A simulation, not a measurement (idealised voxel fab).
This section sets out a process module, namely voxel wiring stack.
Xsec cut, 260 nm wide, square cell size 5 nm.
Just so we're on the same page, the cross-sections are grids of square cells, and they're listed out in bands top to bottom, each band one or more rows deep. A band entry consists of two parts. The first gives the height of the band's top and the height of its bottom, in nm. The rest lists the band's materials from left to right, each with its width in nm. A single material labelled with the word "full width" fills the band from edge to edge, and the word "air" marks empty space. A quick word on heights: they are counted from 0, and under that level the wafer as it came to us is one material throughout. The lowest band is different from the rest in having no bottom; it simply continues downward, written as in "0 down". A two-number width, for instance "30->40", indicates that the width is equal to the first number in the top row of the band and to the second number in the bottom row, and that it changes by a constant amount per row of cells. Where the words "nothing different" appear for a step, the cross-section shows no cell changed by that step; every cell remained as before. Empty spaces without an open route to the top, at least 8 cells in extent, make up the entry "Completely sealed voids"; each is given as width x height at distance, where the distance is measured from the left edge, and all are in nm. It should be noted that, on the line of a given step, the content following the step's settings is a remark produced by the simulator itself with respect to that step. overlay nm: how far to the right of its planned place the mask lay on this masked step (negative: to the left).

These are the steps we planned for the process
- 1: RECEIVE: material Si
- 2: CONFORMAL_DEP: material SiO2, thk nm 15
- 3: CONFORMAL_DEP: material SiN, thk nm 5
- 4: DIRECTIONAL_DEP: material lowk, thk nm 25
- 5: DIRECTIONAL_DEP: material aC, thk nm 10
- 6: PATTERN: tone open, mask id METAL_1, material resist, width nm 25, pitch nm 40, thk nm 30, overlay nm 0
- 7: DIRECTIONAL_ETCH: etch materials aC, depth nm 10
- 8: STRIP: etch materials resist
- 9: DIRECTIONAL_ETCH: etch materials lowk, depth nm 25
- 10: DIRECTIONAL_ETCH: etch materials SiN, depth nm 5
- 11: STRIP: etch materials aC
- 12: CONFORMAL_DEP: material TiN, thk nm 5
- 13: FILL_DEP: material Ru, thk nm 10
- 14: CMP: height nm 45
- 15: EPI: material Ru, thk nm 5
- 16: FILL_DEP: material SiCN, thk nm 5
- 17: DIRECTIONAL_DEP: material lowk, thk nm 30
- 18: DIRECTIONAL_DEP: material aC, thk nm 10
- 19: PATTERN: tone open, mask id METAL_2_HOLES, material resist, width nm 15, pitch nm 40, thk nm 25, overlay nm 0
- 20: DIRECTIONAL_ETCH: etch materials aC, depth nm 10
- 21: STRIP: etch materials resist
- 22: DIRECTIONAL_ETCH: etch materials lowk, depth nm 30
- 23: STRIP: etch materials aC
- 24: PATTERN: tone open, mask id METAL_2, material resist, width nm 25, pitch nm 40, thk nm 15, overlay nm 0
- 25: DIRECTIONAL_ETCH: etch materials lowk, depth nm 15
- 26: DIRECTIONAL_ETCH: etch materials SiCN, depth nm 5
- 27: STRIP: etch materials resist
- 28: CONFORMAL_DEP: material TiN, thk nm 5
- 29: FILL_DEP: material Cu, thk nm 5
- 30: CMP: height nm 85
- 31: CONFORMAL_DEP: material SiN, thk nm 5

The first of a set of two wafers, run to plan

The cross-section here shows the wafer as received, i.e. in its state after step 1
* 0 down = Si full width
* Completely sealed voids: none

Upon completion of step 2, the wafer appears in cross-section as shown
* 15 to 0 = SiO2 full width
* Below 0 it's all the same as before, nothing changed down there.

Upon completion of step 3, the wafer appears in cross-section as shown
* 20 to 15 = SiN full width
* Below 15 it's all the same as before, nothing changed down there.

Upon completion of step 4, the wafer appears in cross-section as shown
* 45 to 20 = lowk full width
* Below 20 it's all the same as before, nothing changed down there.

Upon completion of step 5, the wafer appears in cross-section as shown
* 55 to 45 = aC full width
* Below 45 it's all the same as before, nothing changed down there.

Upon completion of step 6, the wafer appears in cross-section as shown
* 85 to 55 = resist: 55 | air: 25 | resist: 15 | air: 25 | resist: 15 | air: 25 | resist: 15 | air: 25 | resist: 60
* Below 55 it's all the same as before, nothing changed down there.

Upon completion of step 7, the wafer appears in cross-section as shown
* 75 to 55 = resist: 55 | air: 25 | resist: 15 | air: 25 | resist: 15 | air: 25 | resist: 15 | air: 25 | resist: 60
* 55 to 45 = aC: 55 | air: 25 | aC: 15 | air: 25 | aC: 15 | air: 25 | aC: 15 | air: 25 | aC: 60
* Below 45 it's all the same as before, nothing changed down there.

Upon completion of step 8, the wafer appears in cross-section as shown
* 55 to 45 = aC: 55 | air: 25 | aC: 15 | air: 25 | aC: 15 | air: 25 | aC: 15 | air: 25 | aC: 60
* Below 45 it's all the same as before, nothing changed down there.

Upon completion of step 9, the wafer appears in cross-section as shown
* 55 to 45 = aC: 55 | air: 25 | aC: 15 | air: 25 | aC: 15 | air: 25 | aC: 15 | air: 25 | aC: 60
* 45 to 20 = lowk: 55 | air: 25 | lowk: 15 | air: 25 | lowk: 15 | air: 25 | lowk: 15 | air: 25 | lowk: 60
* Below 20 it's all the same as before, nothing changed down there.

Upon completion of step 10, the wafer appears in cross-section as shown
* 55 to 45 = aC: 55 | air: 25 | aC: 15 | air: 25 | aC: 15 | air: 25 | aC: 15 | air: 25 | aC: 60
* 45 to 20 = lowk: 55 | air: 25 | lowk: 15 | air: 25 | lowk: 15 | air: 25 | lowk: 15 | air: 25 | lowk: 60
* 20 to 15 = SiN: 55 | air: 25 | SiN: 15 | air: 25 | SiN: 15 | air: 25 | SiN: 15 | air: 25 | SiN: 60
* Below 15 it's all the same as before, nothing changed down there.

Upon completion of step 11, the wafer appears in cross-section as shown
* 45 to 20 = lowk: 55 | air: 25 | lowk: 15 | air: 25 | lowk: 15 | air: 25 | lowk: 15 | air: 25 | lowk: 60
* Below 20 it's all the same as before, nothing changed down there.

Upon completion of step 12, the wafer appears in cross-section as shown
* 50 to 45 = TiN: 60 | air: 15 | TiN: 25 | air: 15 | TiN: 25 | air: 15 | TiN: 25 | air: 15 | TiN: 65
* 45 to 20 = lowk: 55 | TiN: 5 | air: 15 | TiN: 5 | lowk: 15 | TiN: 5 | air: 15 | TiN: 5 | lowk: 15 | TiN: 5 | air: 15 | TiN: 5 | lowk: 15 | TiN: 5 | air: 15 | TiN: 5 | lowk: 60
* 20 to 15 = SiN: 55 | TiN: 25 | SiN: 15 | TiN: 25 | SiN: 15 | TiN: 25 | SiN: 15 | TiN: 25 | SiN: 60
* Below 15 it's all the same as before, nothing changed down there.

Upon completion of step 13, the wafer appears in cross-section as shown
* 60 to 50 = Ru full width
* 50 to 45 = TiN: 60 | Ru: 15 | TiN: 25 | Ru: 15 | TiN: 25 | Ru: 15 | TiN: 25 | Ru: 15 | TiN: 65
* 45 to 20 = lowk: 55 | TiN: 5 | Ru: 15 | TiN: 5 | lowk: 15 | TiN: 5 | Ru: 15 | TiN: 5 | lowk: 15 | TiN: 5 | Ru: 15 | TiN: 5 | lowk: 15 | TiN: 5 | Ru: 15 | TiN: 5 | lowk: 60
* Below 20 it's all the same as before, nothing changed down there.

Upon completion of step 14, the wafer appears in cross-section as shown
* 45 to 20 = lowk: 55 | TiN: 5 | Ru: 15 | TiN: 5 | lowk: 15 | TiN: 5 | Ru: 15 | TiN: 5 | lowk: 15 | TiN: 5 | Ru: 15 | TiN: 5 | lowk: 15 | TiN: 5 | Ru: 15 | TiN: 5 | lowk: 60
* Below 20 it's all the same as before, nothing changed down there.

Upon completion of step 15, the wafer appears in cross-section as shown
* 50 to 45 = air: 50 | Ru: 35 | air: 5 | Ru: 35 | air: 5 | Ru: 35 | air: 5 | Ru: 35 | air: 55
* Below 45 it's all the same as before, nothing changed down there.

Upon completion of step 16, the wafer appears in cross-section as shown
* 55 to 50 = SiCN full width
* 50 to 45 = SiCN: 50 | Ru: 35 | SiCN: 5 | Ru: 35 | SiCN: 5 | Ru: 35 | SiCN: 5 | Ru: 35 | SiCN: 55
* Below 45 it's all the same as before, nothing changed down there.

Upon completion of step 17, the wafer appears in cross-section as shown
* 85 to 55 = lowk full width
* Below 55 it's all the same as before, nothing changed down there.

Upon completion of step 18, the wafer appears in cross-section as shown
* 95 to 85 = aC full width
* Below 85 it's all the same as before, nothing changed down there.

Upon completion of step 19, the wafer appears in cross-section as shown
* 120 to 95 = resist: 55 | air: 15 | resist: 25 | air: 15 | resist: 25 | air: 15 | resist: 25 | air: 15 | resist: 70
* Below 95 it's all the same as before, nothing changed down there.

Upon completion of step 20, the wafer appears in cross-section as shown
* 110 to 95 = resist: 55 | air: 15 | resist: 25 | air: 15 | resist: 25 | air: 15 | resist: 25 | air: 15 | resist: 70
* 95 to 85 = aC: 55 | air: 15 | aC: 25 | air: 15 | aC: 25 | air: 15 | aC: 25 | air: 15 | aC: 70
* Below 85 it's all the same as before, nothing changed down there.

Upon completion of step 21, the wafer appears in cross-section as shown
* 95 to 85 = aC: 55 | air: 15 | aC: 25 | air: 15 | aC: 25 | air: 15 | aC: 25 | air: 15 | aC: 70
* Below 85 it's all the same as before, nothing changed down there.

Upon completion of step 22, the wafer appears in cross-section as shown
* 95 to 85 = aC: 55 | air: 15 | aC: 25 | air: 15 | aC: 25 | air: 15 | aC: 25 | air: 15 | aC: 70
* 85 to 55 = lowk: 55 | air: 15 | lowk: 25 | air: 15 | lowk: 25 | air: 15 | lowk: 25 | air: 15 | lowk: 70
* Below 55 it's all the same as before, nothing changed down there.

Upon completion of step 23, the wafer appears in cross-section as shown
* 85 to 55 = lowk: 55 | air: 15 | lowk: 25 | air: 15 | lowk: 25 | air: 15 | lowk: 25 | air: 15 | lowk: 70
* Below 55 it's all the same as before, nothing changed down there.

Upon completion of step 24, the wafer appears in cross-section as shown
* 100 to 85 = resist: 55 | air: 25 | resist: 15 | air: 25 | resist: 15 | air: 25 | resist: 15 | air: 25 | resist: 60
* Below 85 it's all the same as before, nothing changed down there.

Upon completion of step 25, the wafer appears in cross-section as shown
* 100 to 85 = resist: 55 | air: 25 | resist: 15 | air: 25 | resist: 15 | air: 25 | resist: 15 | air: 25 | resist: 60
* 85 to 70 = lowk: 55 | air: 25 | lowk: 15 | air: 25 | lowk: 15 | air: 25 | lowk: 15 | air: 25 | lowk: 60
* Below 70 it's all the same as before, nothing changed down there.

Upon completion of step 26, the wafer appears in cross-section as shown
* 100 to 85 = resist: 55 | air: 25 | resist: 15 | air: 25 | resist: 15 | air: 25 | resist: 15 | air: 25 | resist: 60
* 85 to 70 = lowk: 55 | air: 25 | lowk: 15 | air: 25 | lowk: 15 | air: 25 | lowk: 15 | air: 25 | lowk: 60
* 70 to 55 = lowk: 55 | air: 15 | lowk: 25 | air: 15 | lowk: 25 | air: 15 | lowk: 25 | air: 15 | lowk: 70
* 55 to 50 = SiCN: 55 | air: 15 | SiCN: 25 | air: 15 | SiCN: 25 | air: 15 | SiCN: 25 | air: 15 | SiCN: 70
* Below 50 it's all the same as before, nothing changed down there.

Upon completion of step 27, the wafer appears in cross-section as shown
* 85 to 70 = lowk: 55 | air: 25 | lowk: 15 | air: 25 | lowk: 15 | air: 25 | lowk: 15 | air: 25 | lowk: 60
* Below 70 it's all the same as before, nothing changed down there.

Upon completion of step 28, the wafer appears in cross-section as shown
* 90 to 85 = TiN: 60 | air: 15 | TiN: 25 | air: 15 | TiN: 25 | air: 15 | TiN: 25 | air: 15 | TiN: 65
* 85 to 75 = lowk: 55 | TiN: 5 | air: 15 | TiN: 5 | lowk: 15 | TiN: 5 | air: 15 | TiN: 5 | lowk: 15 | TiN: 5 | air: 15 | TiN: 5 | lowk: 15 | TiN: 5 | air: 15 | TiN: 5 | lowk: 60
* 75 to 70 = lowk: 55 | TiN: 5 | air: 5 | TiN: 15 | lowk: 15 | TiN: 5 | air: 5 | TiN: 15 | lowk: 15 | TiN: 5 | air: 5 | TiN: 15 | lowk: 15 | TiN: 5 | air: 5 | TiN: 15 | lowk: 60
* 70 to 55 = lowk: 55 | TiN: 5 | air: 5 | TiN: 5 | lowk: 25 | TiN: 5 | air: 5 | TiN: 5 | lowk: 25 | TiN: 5 | air: 5 | TiN: 5 | lowk: 25 | TiN: 5 | air: 5 | TiN: 5 | lowk: 70
* 55 to 50 = SiCN: 55 | TiN: 15 | SiCN: 25 | TiN: 15 | SiCN: 25 | TiN: 15 | SiCN: 25 | TiN: 15 | SiCN: 70
* Below 50 it's all the same as before, nothing changed down there.

Upon completion of step 29, the wafer appears in cross-section as shown
* 95 to 90 = Cu full width
* 90 to 85 = TiN: 60 | Cu: 15 | TiN: 25 | Cu: 15 | TiN: 25 | Cu: 15 | TiN: 25 | Cu: 15 | TiN: 65
* 85 to 75 = lowk: 55 | TiN: 5 | Cu: 15 | TiN: 5 | lowk: 15 | TiN: 5 | Cu: 15 | TiN: 5 | lowk: 15 | TiN: 5 | Cu: 15 | TiN: 5 | lowk: 15 | TiN: 5 | Cu: 15 | TiN: 5 | lowk: 60
* 75 to 70 = lowk: 55 | TiN: 5 | Cu: 5 | TiN: 15 | lowk: 15 | TiN: 5 | Cu: 5 | TiN: 15 | lowk: 15 | TiN: 5 | Cu: 5 | TiN: 15 | lowk: 15 | TiN: 5 | Cu: 5 | TiN: 15 | lowk: 60
* 70 to 55 = lowk: 55 | TiN: 5 | Cu: 5 | TiN: 5 | lowk: 25 | TiN: 5 | Cu: 5 | TiN: 5 | lowk: 25 | TiN: 5 | Cu: 5 | TiN: 5 | lowk: 25 | TiN: 5 | Cu: 5 | TiN: 5 | lowk: 70
* Below 55 it's all the same as before, nothing changed down there.

Upon completion of step 30, the wafer appears in cross-section as shown
* 85 to 75 = lowk: 55 | TiN: 5 | Cu: 15 | TiN: 5 | lowk: 15 | TiN: 5 | Cu: 15 | TiN: 5 | lowk: 15 | TiN: 5 | Cu: 15 | TiN: 5 | lowk: 15 | TiN: 5 | Cu: 15 | TiN: 5 | lowk: 60
* Below 75 it's all the same as before, nothing changed down there.

Upon completion of step 31, the wafer appears in cross-section as shown
* 90 to 85 = SiN full width
* Below 85 it's all the same as before, nothing changed down there.

The second wafer began exactly as the first did and followed the same plan, but one mistake was made while running it; through step 28 inclusive, the two wafers are identical

At the planned end of step 29, the second wafer in cross-section
* 95 to 90 = SiO2 full width
* 90 to 85 = TiN: 60 | SiO2: 15 | TiN: 25 | SiO2: 15 | TiN: 25 | SiO2: 15 | TiN: 25 | SiO2: 15 | TiN: 65
* 85 to 75 = lowk: 55 | TiN: 5 | SiO2: 15 | TiN: 5 | lowk: 15 | TiN: 5 | SiO2: 15 | TiN: 5 | lowk: 15 | TiN: 5 | SiO2: 15 | TiN: 5 | lowk: 15 | TiN: 5 | SiO2: 15 | TiN: 5 | lowk: 60
* 75 to 70 = lowk: 55 | TiN: 5 | SiO2: 5 | TiN: 15 | lowk: 15 | TiN: 5 | SiO2: 5 | TiN: 15 | lowk: 15 | TiN: 5 | SiO2: 5 | TiN: 15 | lowk: 15 | TiN: 5 | SiO2: 5 | TiN: 15 | lowk: 60
* 70 to 55 = lowk: 55 | TiN: 5 | SiO2: 5 | TiN: 5 | lowk: 25 | TiN: 5 | SiO2: 5 | TiN: 5 | lowk: 25 | TiN: 5 | SiO2: 5 | TiN: 5 | lowk: 25 | TiN: 5 | SiO2: 5 | TiN: 5 | lowk: 70
* Below 55 it's all the same as before, nothing changed down there.

At the planned end of step 30, the second wafer in cross-section
* 85 to 75 = lowk: 55 | TiN: 5 | SiO2: 15 | TiN: 5 | lowk: 15 | TiN: 5 | SiO2: 15 | TiN: 5 | lowk: 15 | TiN: 5 | SiO2: 15 | TiN: 5 | lowk: 15 | TiN: 5 | SiO2: 15 | TiN: 5 | lowk: 60
* Below 75 it's all the same as before, nothing changed down there.

At the planned end of step 31, the second wafer in cross-section
* 90 to 85 = SiN full width
* Below 85 it's all the same as before, nothing changed down there.
It is concluded that the wafer was processed incorrectly with respect to the plan, in that off-plan run, step 29, actual operation and settings FILL_DEP: material SiO2, thk nm 5
Upon completion, the second wafer contains, in terms of cells, a greater or smaller amount of certain materials than the first wafer: Cu -40, SiO2 +40
